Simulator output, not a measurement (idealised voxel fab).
The process module that follows is named voxel fin reveal.
Displayed cross-section: cut, width of 240 nm, square cells sized 5 nm.
Cross-section format: a grid of square cells, given as bands from top to bottom; each band is one or more rows of cells.
Heads up on the band format: heights come first, top then bottom, in nm. After that it's the materials left to right, each with its width in nm. A single material flagged "edge to edge" fills the whole band edge to edge, and "empty" means there's empty space there.
Height datum 0, below which the as-received substrate wafer is one material. Lowest band open at the bottom, running downward: "from 0 down".
Width: "30 to 40" (first number = top row, second number = bottom row, same change from row to row of cells).
Take "nothing got changed" at face value: in the step it is given for, the cross-section changed in none of its cells.
You'll see "Enclosed void listing" listing empty spaces that have no way open to the top, as long as they're 8 cells or more; the notation is width x height at distance, where the distance is from the left edge, and all of it is in nm.
Post-settings text on a step line: simulator's own remark regarding the step.
The setting "overlay nm" may be written on the line of a step. When the step uses a mask, the value reports how far to the right of the planned place the mask lay, and a negative value reports that it lay to the left.
From here on the document is pairs. In a pair, the cross-section before one process step comes with the cross-section after it, and the latter goes no deeper than the lowest band that changed. What lies in between, the step and its settings, is written under the pair. A pair may be from a different run of this module on the same starting wafer than the pair above it, so it continues from that pair only where its entry headed "Ahead of processing" says so.
Ahead of processing
from 0 down: Si edge to edge
Enclosed void listing: none
Result of Step
from 5 to 0: SiN edge to edge
Lower than 0, everything is as it was.
Enclosed void listing: none
The transition between the preceding cross-sections is accomplished by CONFORMAL_DEP [material SiN] [thk nm 5]
Ahead of processing: The initial state for this step is given by the after cross-section of the immediately preceding pair.
Result of Step
from 20 to 5: aC edge to edge
Lower than 5, everything is as it was.
Enclosed void listing: none
The transition between the preceding cross-sections is accomplished by DIRECTIONAL_DEP [material aC] [thk nm 15]
Ahead of processing: The initial state for this step is given by the after cross-section of the immediately preceding pair.
Result of Step
from 55 to 20: empty=65  resist=15  empty=30  resist=15  empty=30  resist=15  empty=70
Lower than 20, everything is as it was.
Enclosed void listing: none
The transition between the preceding cross-sections is accomplished by PATTERN [tone cover] [mask id FINS] [material resist] [width nm 15] [pitch nm 45] [thk nm 35] [overlay nm 0]
Ahead of processing: The initial state for this step is given by the after cross-section of the immediately preceding pair.
Result of Step
from 40 to 20: empty=65  resist=15  empty=30  resist=15  empty=30  resist=15  empty=70
from 20 to 5: empty=65  aC=15  empty=30  aC=15  empty=30  aC=15  empty=70
Lower than 5, everything is as it was.
Enclosed void listing: none
The transition between the preceding cross-sections is accomplished by DIRECTIONAL_ETCH [etch materials aC] [depth nm 15]
Ahead of processing: The initial state for this step is given by the after cross-section of the immediately preceding pair.
Result of Step
from 20 to 5: empty=65  aC=15  empty=30  aC=15  empty=30  aC=15  empty=70
Lower than 5, everything is as it was.
Enclosed void listing: none
The transition between the preceding cross-sections is accomplished by STRIP [etch materials resist]
Ahead of processing: The initial state for this step is given by the after cross-section of the immediately preceding pair.
Result of Step
from 20 to 5: empty=65  aC=15  empty=30  aC=15  empty=30  aC=15  empty=70
from 5 to 0: empty=65  SiN=15  empty=30  SiN=15  empty=30  SiN=15  empty=70
Lower than 0, everything is as it was.
Enclosed void listing: none
The transition between the preceding cross-sections is accomplished by DIRECTIONAL_ETCH [etch materials SiN] [depth nm 5]
Ahead of processing: The initial state for this step is given by the after cross-section of the immediately preceding pair.
Result of Step
from 20 to 5: empty=65  aC=15  empty=30  aC=15  empty=30  aC=15  empty=70
from 5 to 0: empty=65  SiN=15  empty=30  SiN=15  empty=30  SiN=15  empty=70
from 0 to -35: empty=65  Si=15  empty=30  Si=15  empty=30  Si=15  empty=70
Lower than -35, everything is as it was.
Enclosed void listing: none
The transition between the preceding cross-sections is accomplished by DIRECTIONAL_ETCH [etch materials Si] [depth nm 35]
Ahead of processing: The initial state for this step is given by the after cross-section of the immediately preceding pair.
Result of Step
from 5 to 0: empty=65  SiN=15  empty=30  SiN=15  empty=30  SiN=15  empty=70
Lower than 0, everything is as it was.
Enclosed void listing: none
The transition between the preceding cross-sections is accomplished by STRIP [etch materials aC]
Ahead of processing: The initial state for this step is given by the after cross-section of the immediately preceding pair.
Result of Step
from 20 to 5: SiO2 edge to edge
from 5 to 0: SiO2=65  SiN=15  SiO2=30  SiN=15  SiO2=30  SiN=15  SiO2=70
from 0 to -35: SiO2=65  Si=15  SiO2=30  Si=15  SiO2=30  Si=15  SiO2=70
Lower than -35, everything is as it was.
Enclosed void listing: none
The transition between the preceding cross-sections is accomplished by FILL_DEP [material SiO2] [thk nm 15]
Ahead of processing: The initial state for this step is given by the after cross-section of the immediately preceding pair.
Result of Step
from 5 to 0: SiO2=65  SiN=15  SiO2=30  SiN=15  SiO2=30  SiN=15  SiO2=70
Lower than 0, everything is as it was.
Enclosed void listing: none
The transition between the preceding cross-sections is accomplished by CMP [height nm 5]
Ahead of processing: The initial state for this step is given by the after cross-section of the immediately preceding pair.
Result of Step
from 5 to 0: empty=65  SiN=15  empty=30  SiN=15  empty=30  SiN=15  empty=70
from 0 to -25: empty=65  Si=15  empty=30  Si=15  empty=30  Si=15  empty=70
Lower than -25, everything is as it was.
Enclosed void listing: none
The transition between the preceding cross-sections is accomplished by SELECTIVE_ETCH [etch materials SiO2] [depth nm 30]
Ahead of processing: The initial state for this step is given by the after cross-section of the immediately preceding pair.
Result of Step
from 0 to -25: empty=65  Si=15  empty=30  Si=15  empty=30  Si=15  empty=70
Lower than -25, everything is as it was.
Enclosed void listing: none
The transition between the preceding cross-sections is accomplished by STRIP [etch materials SiN]
Ahead of processing: The initial state for this step is given by the after cross-section of the immediately preceding pair.
Result of Step
from 5 to 0: empty=60  HfO2=25  empty=20  HfO2=25  empty=20  HfO2=25  empty=65
from 0 to -20: empty=60  HfO2=5  Si=15  HfO2=5  empty=20  HfO2=5  Si=15  HfO2=5  empty=20  HfO2=5  Si=15  HfO2=5  empty=65
from -20 to -25: HfO2=65  Si=15  HfO2=30  Si=15  HfO2=30  Si=15  HfO2=70
Lower than -25, everything is as it was.
Enclosed void listing: none
The transition between the preceding cross-sections is accomplished by CONFORMAL_DEP [material HfO2] [thk nm 5]
Ahead of processing
from 20 to 5: empty=65  aC=15  empty=30  aC=15  empty=30  aC=15  empty=70
from 5 to 0: empty=65  SiN=15  empty=30  SiN=15  empty=30  SiN=15  empty=70
from 0 to -35: empty=65  Si=15  empty=30  Si=15  empty=30  Si=15  empty=70
from -35 down: Si edge to edge
Enclosed void listing: none
Result of Step
from 20 to 5: empty=65  aC=15  empty=30  aC=15  empty=30  aC=15  empty=70
from 5 to 0: empty=65  SiN=15  empty=30  SiN=15  empty=30  SiN=15  empty=70
from 0 to -70: empty=65  Si=15  empty=30  Si=15  empty=30  Si=15  empty=70
Lower than -70, everything is as it was.
Enclosed void listing: none
The transition between the preceding cross-sections is accomplished by DIRECTIONAL_ETCH [etch materials Si] [depth nm 35]
Ahead of processing: The initial state for this step is given by the after cross-section of the immediately preceding pair.
Result of Step
from 5 to 0: empty=65  SiN=15  empty=30  SiN=15  empty=30  SiN=15  empty=70
Lower than 0, everything is as it was.
Enclosed void listing: none
The transition between the preceding cross-sections is accomplished by STRIP [etch materials aC]
Ahead of processing: The initial state for this step is given by the after cross-section of the immediately preceding pair.
Result of Step
from 20 to 5: SiO2 edge to edge
from 5 to 0: SiO2=65  SiN=15  SiO2=30  SiN=15  SiO2=30  SiN=15  SiO2=70
from 0 to -70: SiO2=65  Si=15  SiO2=30  Si=15  SiO2=30  Si=15  SiO2=70
Lower than -70, everything is as it was.
Enclosed void listing: none
The transition between the preceding cross-sections is accomplished by FILL_DEP [material SiO2] [thk nm 15]
Ahead of processing: The initial state for this step is given by the after cross-section of the immediately preceding pair.
Result of Step
from 5 to 0: SiO2=65  SiN=15  SiO2=30  SiN=15  SiO2=30  SiN=15  SiO2=70
Lower than 0, everything is as it was.
Enclosed void listing: none
The transition between the preceding cross-sections is accomplished by CMP [height nm 5]
Ahead of processing: The initial state for this step is given by the after cross-section of the immediately preceding pair.
Result of Step
from 5 to 0: empty=65  SiN=15  empty=30  SiN=15  empty=30  SiN=15  empty=70
from 0 to -25: empty=65  Si=15  empty=30  Si=15  empty=30  Si=15  empty=70
Lower than -25, everything is as it was.
Enclosed void listing: none
The transition between the preceding cross-sections is accomplished by SELECTIVE_ETCH [etch materials SiO2] [depth nm 30]
Ahead of processing: The initial state for this step is given by the after cross-section of the immediately preceding pair.
Result of Step
from 0 to -25: empty=65  Si=15  empty=30  Si=15  empty=30  Si=15  empty=70
Lower than -25, everything is as it was.
Enclosed void listing: none
The transition between the preceding cross-sections is accomplished by STRIP [etch materials SiN]
Ahead of processing: The initial state for this step is given by the after cross-section of the immediately preceding pair.
Result of Step
from 5 to 0: empty=60  HfO2=25  empty=20  HfO2=25  empty=20  HfO2=25  empty=65
from 0 to -20: empty=60  HfO2=5  Si=15  HfO2=5  empty=20  HfO2=5  Si=15  HfO2=5  empty=20  HfO2=5  Si=15  HfO2=5  empty=65
from -20 to -25: HfO2=65  Si=15  HfO2=30  Si=15  HfO2=30  Si=15  HfO2=70
Lower than -25, everything is as it was.
Enclosed void listing: none
The transition between the preceding cross-sections is accomplished by CONFORMAL_DEP [material HfO2] [thk nm 5]
Ahead of processing
from 5 to 0: SiO2=65  SiN=15  SiO2=30  SiN=15  SiO2=30  SiN=15  SiO2=70
from 0 to -35: SiO2=65  Si=15  SiO2=30  Si=15  SiO2=30  Si=15  SiO2=70
from -35 down: Si edge to edge
Enclosed void listing: none
Result of Step
from 5 to 0: SiO2=65  empty=15  SiO2=30  empty=15  SiO2=30  empty=15  SiO2=70
Lower than 0, everything is as it was.
Enclosed void listing: none
The transition between the preceding cross-sections is accomplished by STRIP [etch materials SiN]
Ahead of processing: The initial state for this step is given by the after cross-section of the immediately preceding pair.
Result of Step
from 0 to -25: empty=65  Si=15  empty=30  Si=15  empty=30  Si=15  empty=70
from -25 to -30: SiO2=35  empty=30  Si=15  empty=30  Si=15  empty=30  Si=15  empty=30  SiO2=40
Lower than -30, everything is as it was.
Enclosed void listing: none
The transition between the preceding cross-sections is accomplished by SELECTIVE_ETCH [etch materials SiO2] [depth nm 30]
Ahead of processing: The initial state for this step is given by the after cross-section of the immediately preceding pair.
Result of Step
from 5 to 0: empty=60  HfO2=25  empty=20  HfO2=25  empty=20  HfO2=25  empty=65
from 0 to -20: empty=60  HfO2=5  Si=15  HfO2=5  empty=20  HfO2=5  Si=15  HfO2=5  empty=20  HfO2=5  Si=15  HfO2=5  empty=65
from -20 to -25: HfO2=40  empty=20  HfO2=5  Si=15  HfO2=5  empty=20  HfO2=5  Si=15  HfO2=5  empty=20  HfO2=5  Si=15  HfO2=5  empty=20  HfO2=45
from -25 to -30: SiO2=35  HfO2=30  Si=15  HfO2=30  Si=15  HfO2=30  Si=15  HfO2=30  SiO2=40
Lower than -30, everything is as it was.
Enclosed void listing: none
The transition between the preceding cross-sections is accomplished by CONFORMAL_DEP [material HfO2] [thk nm 5]
Ahead of processing
from 20 to 5: SiO2 edge to edge
from 5 to 0: SiO2=65  SiN=15  SiO2=30  SiN=15  SiO2=30  SiN=15  SiO2=70
from 0 to -35: SiO2=65  Si=15  SiO2=30  Si=15  SiO2=30  Si=15  SiO2=70
from -35 down: Si edge to edge
Enclosed void listing: none
Result of Step
from -5 to -35: SiO2=65  Si=15  SiO2=30  Si=15  SiO2=30  Si=15  SiO2=70
Lower than -35, everything is as it was.
Enclosed void listing: none
The transition between the preceding cross-sections is accomplished by CMP [height nm -5]
Ahead of processing: The initial state for this step is given by the after cross-section of the immediately preceding pair.
Result of Step
from -5 to -35: empty=65  Si=15  empty=30  Si=15  empty=30  Si=15  empty=70
Lower than -35, everything is as it was.
Enclosed void listing: none
The transition between the preceding cross-sections is accomplished by SELECTIVE_ETCH [etch materials SiO2] [depth nm 30]
Ahead of processing: The initial state for this step is given by the after cross-section of the immediately preceding pair.
Result of Step
from 0 to -5: empty=60  HfO2=25  empty=20  HfO2=25  empty=20  HfO2=25  empty=65
from -5 to -30: empty=60  HfO2=5  Si=15  HfO2=5  empty=20  HfO2=5  Si=15  HfO2=5  empty=20  HfO2=5  Si=15  HfO2=5  empty=65
from -30 to -35: HfO2=65  Si=15  HfO2=30  Si=15  HfO2=30  Si=15  HfO2=70
Lower than -35, everything is as it was.
Enclosed void listing: none
The transition between the preceding cross-sections is accomplished by CONFORMAL_DEP [material HfO2] [thk nm 5]
Ahead of processing
from 20 to 5: aC edge to edge
from 5 to 0: SiN edge to edge
from 0 down: Si edge to edge
Enclosed void listing: none
Result of Step
from 55 to 20: empty=60  resist=25  empty=20  resist=25  empty=20  resist=25  empty=65
Lower than 20, everything is as it was.
Enclosed void listing: none
The transition between the preceding cross-sections is accomplished by PATTERN [tone cover] [mask id FINS] [material resist] [width nm 25] [pitch nm 45] [thk nm 35] [overlay nm 0]
Ahead of processing: The initial state for this step is given by the after cross-section of the immediately preceding pair.
Result of Step
from 40 to 20: empty=60  resist=25  empty=20  resist=25  empty=20  resist=25  empty=65
from 20 to 5: empty=60  aC=25  empty=20  aC=25  empty=20  aC=25  empty=65
Lower than 5, everything is as it was.
Enclosed void listing: none
The transition between the preceding cross-sections is accomplished by DIRECTIONAL_ETCH [etch materials aC] [depth nm 15]
Ahead of processing: The initial state for this step is given by the after cross-section of the immediately preceding pair.
Result of Step
from 20 to 5: empty=60  aC=25  empty=20  aC=25  empty=20  aC=25  empty=65
Lower than 5, everything is as it was.
Enclosed void listing: none
The transition between the preceding cross-sections is accomplished by STRIP [etch materials resist]
Ahead of processing: The initial state for this step is given by the after cross-section of the immediately preceding pair.
Result of Step
from 20 to 5: empty=60  aC=25  empty=20  aC=25  empty=20  aC=25  empty=65
from 5 to 0: empty=60  SiN=25  empty=20  SiN=25  empty=20  SiN=25  empty=65
Lower than 0, everything is as it was.
Enclosed void listing: none
The transition between the preceding cross-sections is accomplished by DIRECTIONAL_ETCH [etch materials SiN] [depth nm 5]
Ahead of processing: The initial state for this step is given by the after cross-section of the immediately preceding pair.
Result of Step
from 20 to 5: empty=60  aC=25  empty=20  aC=25  empty=20  aC=25  empty=65
from 5 to 0: empty=60  SiN=25  empty=20  SiN=25  empty=20  SiN=25  empty=65
from 0 to -35: empty=60  Si=25  empty=20  Si=25  empty=20  Si=25  empty=65
Lower than -35, everything is as it was.
Enclosed void listing: none
The transition between the preceding cross-sections is accomplished by DIRECTIONAL_ETCH [etch materials Si] [depth nm 35]
Ahead of processing: The initial state for this step is given by the after cross-section of the immediately preceding pair.
Result of Step
from 5 to 0: empty=60  SiN=25  empty=20  SiN=25  empty=20  SiN=25  empty=65
Lower than 0, everything is as it was.
Enclosed void listing: none
The transition between the preceding cross-sections is accomplished by STRIP [etch materials aC]
Ahead of processing: The initial state for this step is given by the after cross-section of the immediately preceding pair.
Result of Step
from 20 to 5: SiO2 edge to edge
from 5 to 0: SiO2=60  SiN=25  SiO2=20  SiN=25  SiO2=20  SiN=25  SiO2=65
from 0 to -35: SiO2=60  Si=25  SiO2=20  Si=25  SiO2=20  Si=25  SiO2=65
Lower than -35, everything is as it was.
Enclosed void listing: none
The transition between the preceding cross-sections is accomplished by FILL_DEP [material SiO2] [thk nm 15]
Ahead of processing: The initial state for this step is given by the after cross-section of the immediately preceding pair.
Result of Step
from 5 to 0: SiO2=60  SiN=25  SiO2=20  SiN=25  SiO2=20  SiN=25  SiO2=65
Lower than 0, everything is as it was.
Enclosed void listing: none
The transition between the preceding cross-sections is accomplished by CMP [height nm 5]
Ahead of processing: The initial state for this step is given by the after cross-section of the immediately preceding pair.
Result of Step
from 5 to 0: empty=60  SiN=25  empty=20  SiN=25  empty=20  SiN=25  empty=65
from 0 to -25: empty=60  Si=25  empty=20  Si=25  empty=20  Si=25  empty=65
Lower than -25, everything is as it was.
Enclosed void listing: none
The transition between the preceding cross-sections is accomplished by SELECTIVE_ETCH [etch materials SiO2] [depth nm 30]
Ahead of processing: The initial state for this step is given by the after cross-section of the immediately preceding pair.
Result of Step
from 0 to -25: empty=60  Si=25  empty=20  Si=25  empty=20  Si=25  empty=65
Lower than -25, everything is as it was.
Enclosed void listing: none
The transition between the preceding cross-sections is accomplished by STRIP [etch materials SiN]
Ahead of processing: The initial state for this step is given by the after cross-section of the immediately preceding pair.
Result of Step
from 5 to 0: empty=55  HfO2=35  empty=10  HfO2=35  empty=10  HfO2=35  empty=60
from 0 to -20: empty=55  HfO2=5  Si=25  HfO2=5  empty=10  HfO2=5  Si=25  HfO2=5  empty=10  HfO2=5  Si=25  HfO2=5  empty=60
from -20 to -25: HfO2=60  Si=25  HfO2=20  Si=25  HfO2=20  Si=25  HfO2=65
Lower than -25, everything is as it was.
Enclosed void listing: none
The transition between the preceding cross-sections is accomplished by CONFORMAL_DEP [material HfO2] [thk nm 5]
Ahead of processing
from 20 to 5: aC edge to edge
from 5 to 0: SiN edge to edge
from 0 down: Si edge to edge
Enclosed void listing: none
Result of Step
from 55 to 20: empty=55  resist=15  empty=30  resist=15  empty=30  resist=15  empty=80
Lower than 20, everything is as it was.
Enclosed void listing: none
The transition between the preceding cross-sections is accomplished by PATTERN [tone cover] [mask id FINS] [material resist] [width nm 15] [pitch nm 45] [thk nm 35] [overlay nm -10]
Ahead of processing: The initial state for this step is given by the after cross-section of the immediately preceding pair.
Result of Step
from 40 to 20: empty=55  resist=15  empty=30  resist=15  empty=30  resist=15  empty=80
from 20 to 5: empty=55  aC=15  empty=30  aC=15  empty=30  aC=15  empty=80
Lower than 5, everything is as it was.
Enclosed void listing: none
The transition between the preceding cross-sections is accomplished by DIRECTIONAL_ETCH [etch materials aC] [depth nm 15]
Ahead of processing: The initial state for this step is given by the after cross-section of the immediately preceding pair.
Result of Step
from 20 to 5: empty=55  aC=15  empty=30  aC=15  empty=30  aC=15  empty=80
Lower than 5, everything is as it was.
Enclosed void listing: none
The transition between the preceding cross-sections is accomplished by STRIP [etch materials resist]
Ahead of processing: The initial state for this step is given by the after cross-section of the immediately preceding pair.
Result of Step
from 20 to 5: empty=55  aC=15  empty=30  aC=15  empty=30  aC=15  empty=80
from 5 to 0: empty=55  SiN=15  empty=30  SiN=15  empty=30  SiN=15  empty=80
Lower than 0, everything is as it was.
Enclosed void listing: none
The transition between the preceding cross-sections is accomplished by DIRECTIONAL_ETCH [etch materials SiN] [depth nm 5]
Ahead of processing: The initial state for this step is given by the after cross-section of the immediately preceding pair.
Result of Step
from 20 to 5: empty=55  aC=15  empty=30  aC=15  empty=30  aC=15  empty=80
from 5 to 0: empty=55  SiN=15  empty=30  SiN=15  empty=30  SiN=15  empty=80
from 0 to -35: empty=55  Si=15  empty=30  Si=15  empty=30  Si=15  empty=80
Lower than -35, everything is as it was.
Enclosed void listing: none
The transition between the preceding cross-sections is accomplished by DIRECTIONAL_ETCH [etch materials Si] [depth nm 35]
Ahead of processing: The initial state for this step is given by the after cross-section of the immediately preceding pair.
Result of Step
from 5 to 0: empty=55  SiN=15  empty=30  SiN=15  empty=30  SiN=15  empty=80
Lower than 0, everything is as it was.
Enclosed void listing: none
The transition between the preceding cross-sections is accomplished by STRIP [etch materials aC]
Ahead of processing: The initial state for this step is given by the after cross-section of the immediately preceding pair.
Result of Step
from 20 to 5: SiO2 edge to edge
from 5 to 0: SiO2=55  SiN=15  SiO2=30  SiN=15  SiO2=30  SiN=15  SiO2=80
from 0 to -35: SiO2=55  Si=15  SiO2=30  Si=15  SiO2=30  Si=15  SiO2=80
Lower than -35, everything is as it was.
Enclosed void listing: none
The transition between the preceding cross-sections is accomplished by FILL_DEP [material SiO2] [thk nm 15]
Ahead of processing: The initial state for this step is given by the after cross-section of the immediately preceding pair.
Result of Step
from 5 to 0: SiO2=55  SiN=15  SiO2=30  SiN=15  SiO2=30  SiN=15  SiO2=80
Lower than 0, everything is as it was.
Enclosed void listing: none
The transition between the preceding cross-sections is accomplished by CMP [height nm 5]
Ahead of processing: The initial state for this step is given by the after cross-section of the immediately preceding pair.
Result of Step
from 5 to 0: empty=55  SiN=15  empty=30  SiN=15  empty=30  SiN=15  empty=80
from 0 to -25: empty=55  Si=15  empty=30  Si=15  empty=30  Si=15  empty=80
Lower than -25, everything is as it was.
Enclosed void listing: none
The transition between the preceding cross-sections is accomplished by SELECTIVE_ETCH [etch materials SiO2] [depth nm 30]
Ahead of processing: The initial state for this step is given by the after cross-section of the immediately preceding pair.
Result of Step
from 0 to -25: empty=55  Si=15  empty=30  Si=15  empty=30  Si=15  empty=80
Lower than -25, everything is as it was.
Enclosed void listing: none
The transition between the preceding cross-sections is accomplished by STRIP [etch materials SiN]
Ahead of processing: The initial state for this step is given by the after cross-section of the immediately preceding pair.
Result of Step
from 5 to 0: empty=50  HfO2=25  empty=20  HfO2=25  empty=20  HfO2=25  empty=75
from 0 to -20: empty=50  HfO2=5  Si=15  HfO2=5  empty=20  HfO2=5  Si=15  HfO2=5  empty=20  HfO2=5  Si=15  HfO2=5  empty=75
from -20 to -25: HfO2=55  Si=15  HfO2=30  Si=15  HfO2=30  Si=15  HfO2=80
Lower than -25, everything is as it was.
Enclosed void listing: none
The transition between the preceding cross-sections is accomplished by CONFORMAL_DEP [material HfO2] [thk nm 5]
Ahead of processing
from 5 to 0: empty=65  SiN=15  empty=30  SiN=15  empty=30  SiN=15  empty=70
from 0 to -35: empty=65  Si=15  empty=30  Si=15  empty=30  Si=15  empty=70
from -35 down: Si edge to edge
Enclosed void listing: none
Result of Step
from 20 to 5: HfO2 edge to edge
from 5 to 0: HfO2=65  SiN=15  HfO2=30  SiN=15  HfO2=30  SiN=15  HfO2=70
from 0 to -35: HfO2=65  Si=15  HfO2=30  Si=15  HfO2=30  Si=15  HfO2=70
Lower than -35, everything is as it was.
Enclosed void listing: none
The transition between the preceding cross-sections is accomplished by FILL_DEP [material HfO2] [thk nm 15]
Ahead of processing: The initial state for this step is given by the after cross-section of the immediately preceding pair.
Result of Step
from 5 to 0: HfO2=65  SiN=15  HfO2=30  SiN=15  HfO2=30  SiN=15  HfO2=70
Lower than 0, everything is as it was.
Enclosed void listing: none
The transition between the preceding cross-sections is accomplished by CMP [height nm 5]
Ahead of processing: The initial state for this step is given by the after cross-section of the immediately preceding pair.
Result of Step
from 5 to 0: HfO2=65  empty=15  HfO2=30  empty=15  HfO2=30  empty=15  HfO2=70
Lower than 0, everything is as it was.
Enclosed void listing: none
The transition between the preceding cross-sections is accomplished by STRIP [etch materials SiN]
Ahead of processing: The initial state for this step is given by the after cross-section of the immediately preceding pair.
Result of Step
from 10 to 5: HfO2=70  empty=5  HfO2=40  empty=5  HfO2=40  empty=5  HfO2=75
from 5 to 0: HfO2 edge to edge
Lower than 0, everything is as it was.
Enclosed void listing: none
The transition between the preceding cross-sections is accomplished by CONFORMAL_DEP [material HfO2] [thk nm 5]
Ahead of processing
from 20 to 5: aC edge to edge
from 5 to 0: SiN edge to edge
from 0 down: Si edge to edge
Enclosed void listing: none
Result of Step
from 55 to 20: resist=65  empty=15  resist=30  empty=15  resist=30  empty=15  resist=70
Lower than 20, everything is as it was.
Enclosed void listing: none
The transition between the preceding cross-sections is accomplished by PATTERN [tone open] [mask id FINS] [material resist] [width nm 15] [pitch nm 45] [thk nm 35] [overlay nm 0]
Ahead of processing: The initial state for this step is given by the after cross-section of the immediately preceding pair.
Result of Step
from 40 to 20: resist=65  empty=15  resist=30  empty=15  resist=30  empty=15  resist=70
from 20 to 5: aC=65  empty=15  aC=30  empty=15  aC=30  empty=15  aC=70
Lower than 5, everything is as it was.
Enclosed void listing: none
The transition between the preceding cross-sections is accomplished by DIRECTIONAL_ETCH [etch materials aC] [depth nm 15]
Ahead of processing: The initial state for this step is given by the after cross-section of the immediately preceding pair.
Result of Step
from 20 to 5: aC=65  empty=15  aC=30  empty=15  aC=30  empty=15  aC=70
Lower than 5, everything is as it was.
Enclosed void listing: none
The transition between the preceding cross-sections is accomplished by STRIP [etch materials resist]
Ahead of processing: The initial state for this step is given by the after cross-section of the immediately preceding pair.
Result of Step
from 20 to 5: aC=65  empty=15  aC=30  empty=15  aC=30  empty=15  aC=70
from 5 to 0: SiN=65  empty=15  SiN=30  empty=15  SiN=30  empty=15  SiN=70
Lower than 0, everything is as it was.
Enclosed void listing: none
The transition between the preceding cross-sections is accomplished by DIRECTIONAL_ETCH [etch materials SiN] [depth nm 5]
Ahead of processing: The initial state for this step is given by the after cross-section of the immediately preceding pair.
Result of Step
from 20 to 5: aC=65  empty=15  aC=30  empty=15  aC=30  empty=15  aC=70
from 5 to 0: SiN=65  empty=15  SiN=30  empty=15  SiN=30  empty=15  SiN=70
from 0 to -35: Si=65  empty=15  Si=30  empty=15  Si=30  empty=15  Si=70
Lower than -35, everything is as it was.
Enclosed void listing: none
The transition between the preceding cross-sections is accomplished by DIRECTIONAL_ETCH [etch materials Si] [depth nm 35]
Ahead of processing: The initial state for this step is given by the after cross-section of the immediately preceding pair.
Result of Step
from 5 to 0: SiN=65  empty=15  SiN=30  empty=15  SiN=30  empty=15  SiN=70
Lower than 0, everything is as it was.
Enclosed void listing: none
The transition between the preceding cross-sections is accomplished by STRIP [etch materials aC]
Ahead of processing: The initial state for this step is given by the after cross-section of the immediately preceding pair.
Result of Step
from 20 to 5: SiO2 edge to edge
from 5 to 0: SiN=65  SiO2=15  SiN=30  SiO2=15  SiN=30  SiO2=15  SiN=70
from 0 to -35: Si=65  SiO2=15  Si=30  SiO2=15  Si=30  SiO2=15  Si=70
Lower than -35, everything is as it was.
Enclosed void listing: none
The transition between the preceding cross-sections is accomplished by FILL_DEP [material SiO2] [thk nm 15]
Ahead of processing: The initial state for this step is given by the after cross-section of the immediately preceding pair.
Result of Step
from 5 to 0: SiN=65  SiO2=15  SiN=30  SiO2=15  SiN=30  SiO2=15  SiN=70
Lower than 0, everything is as it was.
Enclosed void listing: none
The transition between the preceding cross-sections is accomplished by CMP [height nm 5]
Ahead of processing: The initial state for this step is given by the after cross-section of the immediately preceding pair.
Result of Step
from 5 to 0: SiN=65  empty=15  SiN=30  empty=15  SiN=30  empty=15  SiN=70
from 0 to -25: Si=65  empty=15  Si=30  empty=15  Si=30  empty=15  Si=70
Lower than -25, everything is as it was.
Enclosed void listing: none
The transition between the preceding cross-sections is accomplished by SELECTIVE_ETCH [etch materials SiO2] [depth nm 30]
Ahead of processing: The initial state for this step is given by the after cross-section of the immediately preceding pair.
Result of Step
from 0 to -25: Si=65  empty=15  Si=30  empty=15  Si=30  empty=15  Si=70
Lower than -25, everything is as it was.
Enclosed void listing: none
The transition between the preceding cross-sections is accomplished by STRIP [etch materials SiN]
Ahead of processing: The initial state for this step is given by the after cross-section of the immediately preceding pair.
Result of Step
from 5 to 0: HfO2=70  empty=5  HfO2=40  empty=5  HfO2=40  empty=5  HfO2=75
from 0 to -20: Si=65  HfO2=5  empty=5  HfO2=5  Si=30  HfO2=5  empty=5  HfO2=5  Si=30  HfO2=5  empty=5  HfO2=5  Si=70
from -20 to -25: Si=65  HfO2=15  Si=30  HfO2=15  Si=30  HfO2=15  Si=70
Lower than -25, everything is as it was.
Enclosed void listing: none
The transition between the preceding cross-sections is accomplished by CONFORMAL_DEP [material HfO2] [thk nm 5]
